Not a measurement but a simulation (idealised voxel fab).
The name of this process module is voxel self aligned vias.
Displayed cross-section: cut, width of 245 nm, square cells sized 5 nm.
For the purposes of this document, a cross-section shall be understood as a grid of square cells, specified as bands listed in top-to-bottom order, each band consisting of one or more rows of cells. This entry defines a band. It first specifies the height of the band's top and the height of its bottom in nm, and then specifies the band's materials from left to right, stating each material with its width in nm. The word "everywhere" identifies a single material that fills the band from edge to edge, while the word "empty" identifies empty space. Heights from 0 (as-received wafer is one material below). Bottom band endless downward, as "0 and below". Read "30->40" as a graded width: first number on top, second number at the bottom, same change between each pair of neighbouring rows. No cell of the cross-section changed in a step that is given as "left unchanged". Look at "Closed void inventory" for the closed voids: empty spaces with no open path to the top, sized 8 cells or up. Each is width x height at distance, distance from the left edge, all nm. That trailing text on a step's line, after the settings, is the simulator's own remark on the step. "overlay nm" answers the question of how far to the right of plan the mask lay on a step that has a mask, and when it is negative the answer is to the left.
# Steps in the process plan
1. RECEIVE [material Si]
2. CONFORMAL_DEP [material SiO2] [thk nm 15]
3. CONFORMAL_DEP [material SiCN] [thk nm 5]
4. DIRECTIONAL_DEP [material lowk] [thk nm 20]
5. DIRECTIONAL_DEP [material aC] [thk nm 10]
6. PATTERN [tone open] [mask id LINES] [material resist] [width nm 30] [pitch nm 70] [thk nm 30] [overlay nm 0]
7. DIRECTIONAL_ETCH [etch materials aC] [depth nm 10]
8. STRIP [etch materials resist]
9. DIRECTIONAL_ETCH [etch materials lowk] [depth nm 20]
10. STRIP [etch materials aC]
11. CONFORMAL_DEP [material TiN] [thk nm 5]
12. FILL_DEP [material W] [thk nm 10]
13. CMP [height nm 40]
14. SELECTIVE_ETCH [etch materials W Ru TiN] [depth nm 10]
15. FILL_DEP [material SiN] [thk nm 10]
16. CMP [height nm 40]
17. DIRECTIONAL_DEP [material lowk] [thk nm 20]
18. PATTERN [tone open] [mask id VIAS] [material resist] [width nm 40] [pitch nm 70] [thk nm 15] [overlay nm 0]
19. DIRECTIONAL_ETCH [etch materials lowk] [depth nm 20]
20. DIRECTIONAL_ETCH [etch materials SiN] [depth nm 10]
21. STRIP [etch materials resist]
22. CONFORMAL_DEP [material TiN] [thk nm 5]
23. FILL_DEP [material Ru] [thk nm 10]
24. CMP [height nm 60]
25. CONFORMAL_DEP [material SiCN] [thk nm 5]
# First wafer, two in total, run as planned
# Cross-sectional view of the wafer in its as-received condition, corresponding to the state after step 1
	0 and below = Si everywhere
	Closed void inventory: none
# Wafer section view after processing step 2
	15 down to 0 = SiO2 everywhere
	Below 0 it's all the same as before, nothing changed down there.
# Wafer section view after processing step 3
	20 down to 15 = SiCN everywhere
	Below 15 it's all the same as before, nothing changed down there.
# Wafer section view after processing step 4
	40 down to 20 = lowk everywhere
	Below 20 it's all the same as before, nothing changed down there.
# Wafer section view after processing step 5
	50 down to 40 = aC everywhere
	Below 40 it's all the same as before, nothing changed down there.
# Wafer section view after processing step 6
	80 down to 50 = resist 35 nm / empty 30 nm / resist 40 nm / empty 30 nm / resist 40 nm / empty 30 nm / resist 40 nm
	Below 50 it's all the same as before, nothing changed down there.
# Wafer section view after processing step 7
	70 down to 50 = resist 35 nm / empty 30 nm / resist 40 nm / empty 30 nm / resist 40 nm / empty 30 nm / resist 40 nm
	50 down to 40 = aC 35 nm / empty 30 nm / aC 40 nm / empty 30 nm / aC 40 nm / empty 30 nm / aC 40 nm
	Below 40 it's all the same as before, nothing changed down there.
# Wafer section view after processing step 8
	50 down to 40 = aC 35 nm / empty 30 nm / aC 40 nm / empty 30 nm / aC 40 nm / empty 30 nm / aC 40 nm
	Below 40 it's all the same as before, nothing changed down there.
# Wafer section view after processing step 9
	50 down to 40 = aC 35 nm / empty 30 nm / aC 40 nm / empty 30 nm / aC 40 nm / empty 30 nm / aC 40 nm
	40 down to 20 = lowk 35 nm / empty 30 nm / lowk 40 nm / empty 30 nm / lowk 40 nm / empty 30 nm / lowk 40 nm
	Below 20 it's all the same as before, nothing changed down there.
# Wafer section view after processing step 10
	40 down to 20 = lowk 35 nm / empty 30 nm / lowk 40 nm / empty 30 nm / lowk 40 nm / empty 30 nm / lowk 40 nm
	Below 20 it's all the same as before, nothing changed down there.
# Wafer section view after processing step 11
	45 down to 40 = TiN 40 nm / empty 20 nm / TiN 50 nm / empty 20 nm / TiN 50 nm / empty 20 nm / TiN 45 nm
	40 down to 25 = lowk 35 nm / TiN 5 nm / empty 20 nm / TiN 5 nm / lowk 40 nm / TiN 5 nm / empty 20 nm / TiN 5 nm / lowk 40 nm / TiN 5 nm / empty 20 nm / TiN 5 nm / lowk 40 nm
	25 down to 20 = lowk 35 nm / TiN 30 nm / lowk 40 nm / TiN 30 nm / lowk 40 nm / TiN 30 nm / lowk 40 nm
	Below 20 it's all the same as before, nothing changed down there.
# Wafer section view after processing step 12
	55 down to 45 = W everywhere
	45 down to 40 = TiN 40 nm / W 20 nm / TiN 50 nm / W 20 nm / TiN 50 nm / W 20 nm / TiN 45 nm
	40 down to 25 = lowk 35 nm / TiN 5 nm / W 20 nm / TiN 5 nm / lowk 40 nm / TiN 5 nm / W 20 nm / TiN 5 nm / lowk 40 nm / TiN 5 nm / W 20 nm / TiN 5 nm / lowk 40 nm
	Below 25 it's all the same as before, nothing changed down there.
# Wafer section view after processing step 13
	40 down to 25 = lowk 35 nm / TiN 5 nm / W 20 nm / TiN 5 nm / lowk 40 nm / TiN 5 nm / W 20 nm / TiN 5 nm / lowk 40 nm / TiN 5 nm / W 20 nm / TiN 5 nm / lowk 40 nm
	Below 25 it's all the same as before, nothing changed down there.
# Wafer section view after processing step 14
	40 down to 30 = lowk 35 nm / empty 30 nm / lowk 40 nm / empty 30 nm / lowk 40 nm / empty 30 nm / lowk 40 nm
	Below 30 it's all the same as before, nothing changed down there.
# Wafer section view after processing step 15
	50 down to 40 = SiN everywhere
	40 down to 30 = lowk 35 nm / SiN 30 nm / lowk 40 nm / SiN 30 nm / lowk 40 nm / SiN 30 nm / lowk 40 nm
	Below 30 it's all the same as before, nothing changed down there.
# Wafer section view after processing step 16
	40 down to 30 = lowk 35 nm / SiN 30 nm / lowk 40 nm / SiN 30 nm / lowk 40 nm / SiN 30 nm / lowk 40 nm
	Below 30 it's all the same as before, nothing changed down there.
# Wafer section view after processing step 17
	60 down to 40 = lowk everywhere
	Below 40 it's all the same as before, nothing changed down there.
# Wafer section view after processing step 18
	75 down to 60 = resist 30 nm / empty 40 nm / resist 30 nm / empty 40 nm / resist 30 nm / empty 40 nm / resist 35 nm
	Below 60 it's all the same as before, nothing changed down there.
# Wafer section view after processing step 19
	75 down to 60 = resist 30 nm / empty 40 nm / resist 30 nm / empty 40 nm / resist 30 nm / empty 40 nm / resist 35 nm
	60 down to 40 = lowk 30 nm / empty 40 nm / lowk 30 nm / empty 40 nm / lowk 30 nm / empty 40 nm / lowk 35 nm
	Below 40 it's all the same as before, nothing changed down there.
# Wafer section view after processing step 20
	75 down to 60 = resist 30 nm / empty 40 nm / resist 30 nm / empty 40 nm / resist 30 nm / empty 40 nm / resist 35 nm
	60 down to 40 = lowk 30 nm / empty 40 nm / lowk 30 nm / empty 40 nm / lowk 30 nm / empty 40 nm / lowk 35 nm
	40 down to 30 = lowk 35 nm / empty 30 nm / lowk 40 nm / empty 30 nm / lowk 40 nm / empty 30 nm / lowk 40 nm
	Below 30 it's all the same as before, nothing changed down there.
# Wafer section view after processing step 21
	60 down to 40 = lowk 30 nm / empty 40 nm / lowk 30 nm / empty 40 nm / lowk 30 nm / empty 40 nm / lowk 35 nm
	Below 40 it's all the same as before, nothing changed down there.
# Wafer section view after processing step 22
	65 down to 60 = TiN 35 nm / empty 30 nm / TiN 40 nm / empty 30 nm / TiN 40 nm / empty 30 nm / TiN 40 nm
	60 down to 45 = lowk 30 nm / TiN 5 nm / empty 30 nm / TiN 5 nm / lowk 30 nm / TiN 5 nm / empty 30 nm / TiN 5 nm / lowk 30 nm / TiN 5 nm / empty 30 nm / TiN 5 nm / lowk 35 nm
	45 down to 35 = lowk 30->35 nm / TiN 10->5 nm / empty 20 nm / TiN 10->5 nm / lowk 30->40 nm / TiN 10->5 nm / empty 20 nm / TiN 10->5 nm / lowk 30->40 nm / TiN 10->5 nm / empty 20 nm / TiN 10->5 nm / lowk 35->40 nm
	35 down to 30 = lowk 35 nm / TiN 30 nm / lowk 40 nm / TiN 30 nm / lowk 40 nm / TiN 30 nm / lowk 40 nm
	Below 30 it's all the same as before, nothing changed down there.
# Wafer section view after processing step 23
	75 down to 65 = Ru everywhere
	65 down to 60 = TiN 35 nm / Ru 30 nm / TiN 40 nm / Ru 30 nm / TiN 40 nm / Ru 30 nm / TiN 40 nm
	60 down to 45 = lowk 30 nm / TiN 5 nm / Ru 30 nm / TiN 5 nm / lowk 30 nm / TiN 5 nm / Ru 30 nm / TiN 5 nm / lowk 30 nm / TiN 5 nm / Ru 30 nm / TiN 5 nm / lowk 35 nm
	45 down to 35 = lowk 30->35 nm / TiN 10->5 nm / Ru 20 nm / TiN 10->5 nm / lowk 30->40 nm / TiN 10->5 nm / Ru 20 nm / TiN 10->5 nm / lowk 30->40 nm / TiN 10->5 nm / Ru 20 nm / TiN 10->5 nm / lowk 35->40 nm
	Below 35 it's all the same as before, nothing changed down there.
# Wafer section view after processing step 24
	60 down to 45 = lowk 30 nm / TiN 5 nm / Ru 30 nm / TiN 5 nm / lowk 30 nm / TiN 5 nm / Ru 30 nm / TiN 5 nm / lowk 30 nm / TiN 5 nm / Ru 30 nm / TiN 5 nm / lowk 35 nm
	Below 45 it's all the same as before, nothing changed down there.
# Wafer section view after processing step 25
	65 down to 60 = SiCN everywhere
	Below 60 it's all the same as before, nothing changed down there.
# The Second Wafer: Common Origin and Plan, One Mistake in Execution, Identical to the First Through Step 5
# The second wafer cut through, at the time step 6 was supposed to be finished
	80 down to 50 = resist 30 nm / empty 40 nm / resist 30 nm / empty 40 nm / resist 30 nm / empty 40 nm / resist 35 nm
	Below 50 it's all the same as before, nothing changed down there.
# The second wafer cut through, at the time step 7 was supposed to be finished
	70 down to 50 = resist 30 nm / empty 40 nm / resist 30 nm / empty 40 nm / resist 30 nm / empty 40 nm / resist 35 nm
	50 down to 40 = aC 30 nm / empty 40 nm / aC 30 nm / empty 40 nm / aC 30 nm / empty 40 nm / aC 35 nm
	Below 40 it's all the same as before, nothing changed down there.
# The second wafer cut through, at the time step 8 was supposed to be finished
	50 down to 40 = aC 30 nm / empty 40 nm / aC 30 nm / empty 40 nm / aC 30 nm / empty 40 nm / aC 35 nm
	Below 40 it's all the same as before, nothing changed down there.
# The second wafer cut through, at the time step 9 was supposed to be finished
	50 down to 40 = aC 30 nm / empty 40 nm / aC 30 nm / empty 40 nm / aC 30 nm / empty 40 nm / aC 35 nm
	40 down to 20 = lowk 30 nm / empty 40 nm / lowk 30 nm / empty 40 nm / lowk 30 nm / empty 40 nm / lowk 35 nm
	Below 20 it's all the same as before, nothing changed down there.
# The second wafer cut through, at the time step 10 was supposed to be finished
	40 down to 20 = lowk 30 nm / empty 40 nm / lowk 30 nm / empty 40 nm / lowk 30 nm / empty 40 nm / lowk 35 nm
	Below 20 it's all the same as before, nothing changed down there.
# The second wafer cut through, at the time step 11 was supposed to be finished
	45 down to 40 = TiN 35 nm / empty 30 nm / TiN 40 nm / empty 30 nm / TiN 40 nm / empty 30 nm / TiN 40 nm
	40 down to 25 = lowk 30 nm / TiN 5 nm / empty 30 nm / TiN 5 nm / lowk 30 nm / TiN 5 nm / empty 30 nm / TiN 5 nm / lowk 30 nm / TiN 5 nm / empty 30 nm / TiN 5 nm / lowk 35 nm
	25 down to 20 = lowk 30 nm / TiN 40 nm / lowk 30 nm / TiN 40 nm / lowk 30 nm / TiN 40 nm / lowk 35 nm
	Below 20 it's all the same as before, nothing changed down there.
# The second wafer cut through, at the time step 12 was supposed to be finished
	55 down to 45 = W everywhere
	45 down to 40 = TiN 35 nm / W 30 nm / TiN 40 nm / W 30 nm / TiN 40 nm / W 30 nm / TiN 40 nm
	40 down to 25 = lowk 30 nm / TiN 5 nm / W 30 nm / TiN 5 nm / lowk 30 nm / TiN 5 nm / W 30 nm / TiN 5 nm / lowk 30 nm / TiN 5 nm / W 30 nm / TiN 5 nm / lowk 35 nm
	Below 25 it's all the same as before, nothing changed down there.
# The second wafer cut through, at the time step 13 was supposed to be finished
	40 down to 25 = lowk 30 nm / TiN 5 nm / W 30 nm / TiN 5 nm / lowk 30 nm / TiN 5 nm / W 30 nm / TiN 5 nm / lowk 30 nm / TiN 5 nm / W 30 nm / TiN 5 nm / lowk 35 nm
	Below 25 it's all the same as before, nothing changed down there.
# The second wafer cut through, at the time step 14 was supposed to be finished
	40 down to 30 = lowk 30 nm / empty 40 nm / lowk 30 nm / empty 40 nm / lowk 30 nm / empty 40 nm / lowk 35 nm
	Below 30 it's all the same as before, nothing changed down there.
# The second wafer cut through, at the time step 15 was supposed to be finished
	50 down to 40 = SiN everywhere
	40 down to 30 = lowk 30 nm / SiN 40 nm / lowk 30 nm / SiN 40 nm / lowk 30 nm / SiN 40 nm / lowk 35 nm
	Below 30 it's all the same as before, nothing changed down there.
# The second wafer cut through, at the time step 16 was supposed to be finished
	40 down to 30 = lowk 30 nm / SiN 40 nm / lowk 30 nm / SiN 40 nm / lowk 30 nm / SiN 40 nm / lowk 35 nm
	Below 30 it's all the same as before, nothing changed down there.
# The second wafer cut through, at the time step 17 was supposed to be finished
	60 down to 40 = lowk everywhere
	Below 40 it's all the same as before, nothing changed down there.
# The second wafer cut through, at the time step 18 was supposed to be finished
	75 down to 60 = resist 30 nm / empty 40 nm / resist 30 nm / empty 40 nm / resist 30 nm / empty 40 nm / resist 35 nm
	Below 60 it's all the same as before, nothing changed down there.
# The second wafer cut through, at the time step 19 was supposed to be finished
	75 down to 60 = resist 30 nm / empty 40 nm / resist 30 nm / empty 40 nm / resist 30 nm / empty 40 nm / resist 35 nm
	60 down to 40 = lowk 30 nm / empty 40 nm / lowk 30 nm / empty 40 nm / lowk 30 nm / empty 40 nm / lowk 35 nm
	Below 40 it's all the same as before, nothing changed down there.
# The second wafer cut through, at the time step 20 was supposed to be finished
	75 down to 60 = resist 30 nm / empty 40 nm / resist 30 nm / empty 40 nm / resist 30 nm / empty 40 nm / resist 35 nm
	60 down to 30 = lowk 30 nm / empty 40 nm / lowk 30 nm / empty 40 nm / lowk 30 nm / empty 40 nm / lowk 35 nm
	Below 30 it's all the same as before, nothing changed down there.
# The second wafer cut through, at the time step 21 was supposed to be finished
	60 down to 30 = lowk 30 nm / empty 40 nm / lowk 30 nm / empty 40 nm / lowk 30 nm / empty 40 nm / lowk 35 nm
	Below 30 it's all the same as before, nothing changed down there.
# The second wafer cut through, at the time step 22 was supposed to be finished
	65 down to 60 = TiN 35 nm / empty 30 nm / TiN 40 nm / empty 30 nm / TiN 40 nm / empty 30 nm / TiN 40 nm
	60 down to 35 = lowk 30 nm / TiN 5 nm / empty 30 nm / TiN 5 nm / lowk 30 nm / TiN 5 nm / empty 30 nm / TiN 5 nm / lowk 30 nm / TiN 5 nm / empty 30 nm / TiN 5 nm / lowk 35 nm
	35 down to 30 = lowk 30 nm / TiN 40 nm / lowk 30 nm / TiN 40 nm / lowk 30 nm / TiN 40 nm / lowk 35 nm
	Below 30 it's all the same as before, nothing changed down there.
# The second wafer cut through, at the time step 23 was supposed to be finished
	75 down to 65 = Ru everywhere
	65 down to 60 = TiN 35 nm / Ru 30 nm / TiN 40 nm / Ru 30 nm / TiN 40 nm / Ru 30 nm / TiN 40 nm
	60 down to 35 = lowk 30 nm / TiN 5 nm / Ru 30 nm / TiN 5 nm / lowk 30 nm / TiN 5 nm / Ru 30 nm / TiN 5 nm / lowk 30 nm / TiN 5 nm / Ru 30 nm / TiN 5 nm / lowk 35 nm
	Below 35 it's all the same as before, nothing changed down there.
# The second wafer cut through, at the time step 24 was supposed to be finished
	60 down to 35 = lowk 30 nm / TiN 5 nm / Ru 30 nm / TiN 5 nm / lowk 30 nm / TiN 5 nm / Ru 30 nm / TiN 5 nm / lowk 30 nm / TiN 5 nm / Ru 30 nm / TiN 5 nm / lowk 35 nm
	Below 35 it's all the same as before, nothing changed down there.
# The second wafer cut through, at the time step 25 was supposed to be finished
	65 down to 60 = SiCN everywhere
	Below 60 it's all the same as before, nothing changed down there.
Error vs. plan: so step 6 ended up running with a different setting than we planned, it ran as PATTERN [tone open] [mask id LINES] [material resist] [width nm 40] [pitch nm 70] [thk nm 30] [overlay nm 0]
Looking at both finished wafers in cells, the second ends up ahead of or behind the first on some materials: Ru: 12 more, TiN: 6 more, W: 6 more, lowk: 24 fewer
